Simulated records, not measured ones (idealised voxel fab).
The process module that follows is named voxel self aligned contacts.
This is section cut - it's 275 nm across, gridded in 5 nm square cells.
How to read a cross-section here: the picture is a grid of square cells, written as bands going from the top down, and any band can span one or more rows of cells.
Top, bottom (nm), then materials left to right with widths (nm); lone material tagged "all across" fills the whole band edge to edge; "empty" = empty space.
Where do heights start? At 0: under that level the wafer as delivered is made of one material only. And the lowest band has no floor; it just carries on downward, as in "0 and below".
A two-number width, for instance "30 to 40", indicates that the width is equal to the first number in the top row of the band and to the second number in the bottom row, and that it changes by a constant amount per row of cells.
Where a step carries "all unchanged", the cross-section came out of it unchanged, cell for cell.
This entry, "Cavities, closed", enumerates those empty regions of no fewer than 8 cells that possess no open connection to the top. Each region is reported in the form width x height at distance, the distance being taken from the left edge, with all three quantities expressed in nm.
On a step's line, text after the settings is the simulator commenting on that step.
What "overlay nm" on a step's line means: if the step has a mask, that mask lay this far to the right of its planned place, or, when the value is negative, to the left.

The steps planned for the process are as follows:
1. RECEIVE: material Si
2. OXIDIZE: depth nm 5
3. DIRECTIONAL_DEP: material polySi, thk nm 30
4. DIRECTIONAL_DEP: material SiN, thk nm 20
5. PATTERN: tone cover, mask id GATE, material resist, width nm 35, pitch nm 70, thk nm 20, overlay nm 0
6. DIRECTIONAL_ETCH: etch materials SiN, depth nm 20
7. DIRECTIONAL_ETCH: etch materials polySi, depth nm 30
8. STRIP: etch materials resist
9. CONFORMAL_DEP: material SiN, thk nm 5
10. DIRECTIONAL_ETCH: etch materials SiN, depth nm 5
11. FILL_DEP: material SiO2, thk nm 15
12. CMP: height nm 60
13. PATTERN: tone open, mask id CONTACT, material resist, width nm 55, pitch nm 70, thk nm 20, overlay nm 0
14. DIRECTIONAL_ETCH: etch materials SiO2, depth nm 65
15. STRIP: etch materials resist
16. CONFORMAL_DEP: material TiN, thk nm 5
17. FILL_DEP: material W, thk nm 5
18. CMP: height nm 60
19. CONFORMAL_DEP: material SiN, thk nm 5

As received (post step 1): cross-section:
    0 and below | Si all across
    Cavities, closed: none

The cross-section shown corresponds to the wafer at the conclusion of the module. The initial structure and the process plan are those presented above; however, one mistake occurred in executing the plan:
    65 down to 60 | SiN all across
    60 down to 55 | W 70 nm; TiN 5 nm; SiO2 55 nm; TiN 5 nm; W 5 nm; TiN 5 nm; SiO2 55 nm; TiN 5 nm; W 70 nm
    55 down to 50 | W 40 nm; TiN 35 nm; SiO2 55 nm; TiN 15 nm; SiO2 55 nm; TiN 35 nm; W 40 nm
    50 down to 30 | W 40 nm; TiN 5 nm; SiN 45 nm; SiO2 25 nm; SiN 45 nm; SiO2 25 nm; SiN 45 nm; TiN 5 nm; W 40 nm
    30 down to 0 | W 40 nm; TiN 5 nm; SiN 5 nm; polySi 35 nm; SiN 5 nm; SiO2 25 nm; SiN 5 nm; polySi 35 nm; SiN 5 nm; SiO2 25 nm; SiN 5 nm; polySi 35 nm; SiN 5 nm; TiN 5 nm; W 40 nm
    0 down to -5 | TiN 45 nm; SiO2 185 nm; TiN 45 nm
    -5 and below | Si all across
    Cavities, closed: none
Error vs. plan: step 13 off recipe, ran as PATTERN: tone cover, mask id CONTACT, material resist, width nm 55, pitch nm 70, thk nm 20, overlay nm 0
